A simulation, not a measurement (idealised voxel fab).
process module | voxel wiring stack
The figure presents cross-section cut, which has a width of 290 nm and is divided into square cells with an edge length of 5 nm.
In this document a cross-section is written as a grid of square cells. It is given as a series of bands, listed from the top down, and a band is one or more rows of cells.
What a band's entry tells you: where the top is and where the bottom is, as heights in nm, and after that what lies inside, material by material from left to right, each with its width in nm. Empty space is written as the word "air", and a single material marked with the word "full width" occupies the band from edge to edge.
We count height from 0. Below that, the starting wafer is all one material. The lowest band never ends at the bottom but goes on down; see "from 0 down" for how that is written.
Top row gets the first number, bottom row gets the second, and each row in between changes by the same step: that is how a band width like "30->40" works.
Key: "nothing altered" - step with no changed cell in the cross-section.
If an empty space has no open way to the top and is at least 8 cells in size, "Unvented cavities" lists it, written width x height at distance, where distance is measured from the left edge and every value is in nm.
Heads up: the bit after the settings on a step's line is the simulator's remark on that step.
"overlay nm" denotes, for a step that has a mask, the displacement of the mask to the right of its planned place, with negative values corresponding to the left.

Process steps (planned):
- 1: RECEIVE (material Si)
- 2: CONFORMAL_DEP (material SiO2; thk nm 15)
- 3: DIRECTIONAL_DEP (material TiN; thk nm 5)
- 4: DIRECTIONAL_DEP (material W; thk nm 20)
- 5: DIRECTIONAL_DEP (material aC; thk nm 10)
- 6: PATTERN (tone cover; mask id METAL_1; material resist; width nm 25; pitch nm 45; thk nm 30; overlay nm 0)
- 7: DIRECTIONAL_ETCH (etch materials aC; depth nm 10)
- 8: STRIP (etch materials resist)
- 9: DIRECTIONAL_ETCH (etch materials W; depth nm 20)
- 10: DIRECTIONAL_ETCH (etch materials TiN; depth nm 5)
- 11: STRIP (etch materials aC)
- 12: CONFORMAL_DEP (material SiN; thk nm 5)
- 13: FILL_DEP (material lowk; thk nm 10)
- 14: CMP (height nm 40)
- 15: CONFORMAL_DEP (material SiCN; thk nm 5)
- 16: DIRECTIONAL_DEP (material SiO2; thk nm 20)
- 17: DIRECTIONAL_DEP (material aC; thk nm 10)
- 18: PATTERN (tone open; mask id PLUG_1; material resist; width nm 15; pitch nm 45; thk nm 25; overlay nm 0)
- 19: DIRECTIONAL_ETCH (etch materials aC; depth nm 10)
- 20: STRIP (etch materials resist)
- 21: DIRECTIONAL_ETCH (etch materials SiO2; depth nm 20)
- 22: DIRECTIONAL_ETCH (etch materials SiCN; depth nm 5)
- 23: STRIP (etch materials aC)
- 24: CONFORMAL_DEP (material TiN; thk nm 5)
- 25: FILL_DEP (material Cu; thk nm 5)
- 26: CMP (height nm 65)
- 27: DIRECTIONAL_DEP (material TiN; thk nm 5)
- 28: DIRECTIONAL_DEP (material W; thk nm 15)
- 29: DIRECTIONAL_DEP (material aC; thk nm 10)
- 30: PATTERN (tone cover; mask id METAL_2; material resist; width nm 25; pitch nm 45; thk nm 30; overlay nm 0)
- 31: DIRECTIONAL_ETCH (etch materials aC; depth nm 10)
- 32: STRIP (etch materials resist)
- 33: DIRECTIONAL_ETCH (etch materials W; depth nm 15)
- 34: DIRECTIONAL_ETCH (etch materials TiN; depth nm 5)
- 35: STRIP (etch materials aC)
- 36: CONFORMAL_DEP (material SiCN; thk nm 5)
- 37: FILL_DEP (material SiO2; thk nm 10)
- 38: CMP (height nm 85)
- 39: CONFORMAL_DEP (material SiCN; thk nm 5)
- 40: DIRECTIONAL_DEP (material lowk; thk nm 10)
- 41: MASKED_ETCH (tone open; mask id PLUG_2; width nm 15; pitch nm 45; etch materials lowk; depth nm 10; overlay nm 0)
- 42: MASKED_ETCH (tone open; mask id PLUG_2; width nm 15; pitch nm 45; etch materials SiCN; depth nm 5; overlay nm 0)
- 43: CONFORMAL_DEP (material TiN; thk nm 5)
- 44: FILL_DEP (material W; thk nm 10)
- 45: CMP (height nm 100)
- 46: CONFORMAL_DEP (material SiN; thk nm 5)
- 47: DIRECTIONAL_DEP (material SiO2; thk nm 20)
- 48: PATTERN (tone open; mask id METAL_3; material resist; width nm 25; pitch nm 45; thk nm 20; overlay nm 0)
- 49: DIRECTIONAL_ETCH (etch materials SiO2; depth nm 20)
- 50: DIRECTIONAL_ETCH (etch materials SiN; depth nm 5)
- 51: STRIP (etch materials resist)
- 52: CONFORMAL_DEP (material TiN; thk nm 5)
- 53: FILL_DEP (material Ru; thk nm 10)
- 54: CMP (height nm 125)
- 55: CONFORMAL_DEP (material SiN; thk nm 5)

Cross-section, incoming material, after step 1:
- from 0 down = Si full width
- Unvented cavities: none

The cross-section shown corresponds to the wafer at the conclusion of the module. The initial structure and the process plan are those presented above; however, one mistake occurred in executing the plan:
- from 130 to 125 = SiN full width
- from 125 to 105 = SiO2 85; TiN 5; Ru 15; TiN 5; SiO2 20; TiN 5; Ru 15; TiN 5; SiO2 20; TiN 5; Ru 15; TiN 5; SiO2 90
- from 105 to 100 = SiN 85; TiN 25; SiN 20; TiN 25; SiN 20; TiN 25; SiN 90
- from 100 to 90 = lowk 85; TiN 5; W 5; TiN 5; lowk 30; TiN 5; W 5; TiN 5; lowk 30; TiN 5; W 5; TiN 5; lowk 100
- from 90 to 85 = SiCN 85; TiN 15; SiCN 30; TiN 15; SiCN 30; TiN 15; SiCN 100
- from 85 to 70 = W 85; SiCN 5; SiO2 15; SiCN 5; W 20; SiCN 5; SiO2 15; SiCN 5; W 20; SiCN 5; SiO2 15; SiCN 5; W 90
- from 70 to 65 = TiN 85; SiCN 25; TiN 20; SiCN 25; TiN 20; SiCN 25; TiN 90
- from 65 to 45 = SiO2 85; TiN 5; Cu 5; TiN 5; SiO2 30; TiN 5; Cu 5; TiN 5; SiO2 30; TiN 5; Cu 5; TiN 5; SiO2 100
- from 45 to 40 = SiCN 85; TiN 15; SiCN 30; TiN 15; SiCN 30; TiN 15; SiCN 100
- from 40 to 20 = lowk 80; SiN 5; W 25; SiN 5; lowk 10; SiN 5; W 25; SiN 5; lowk 10; SiN 5; W 25; SiN 5; lowk 85
- from 20 to 15 = SiN 85; TiN 25; SiN 20; TiN 25; SiN 20; TiN 25; SiN 90
- from 15 to 0 = SiO2 full width
- from 0 down = Si full width
- Unvented cavities: none
The plan and the run diverged here: step 30 was run on a setting that differed from the plan, and what really ran there is PATTERN (tone open; mask id METAL_2; material resist; width nm 25; pitch nm 45; thk nm 30; overlay nm 0)
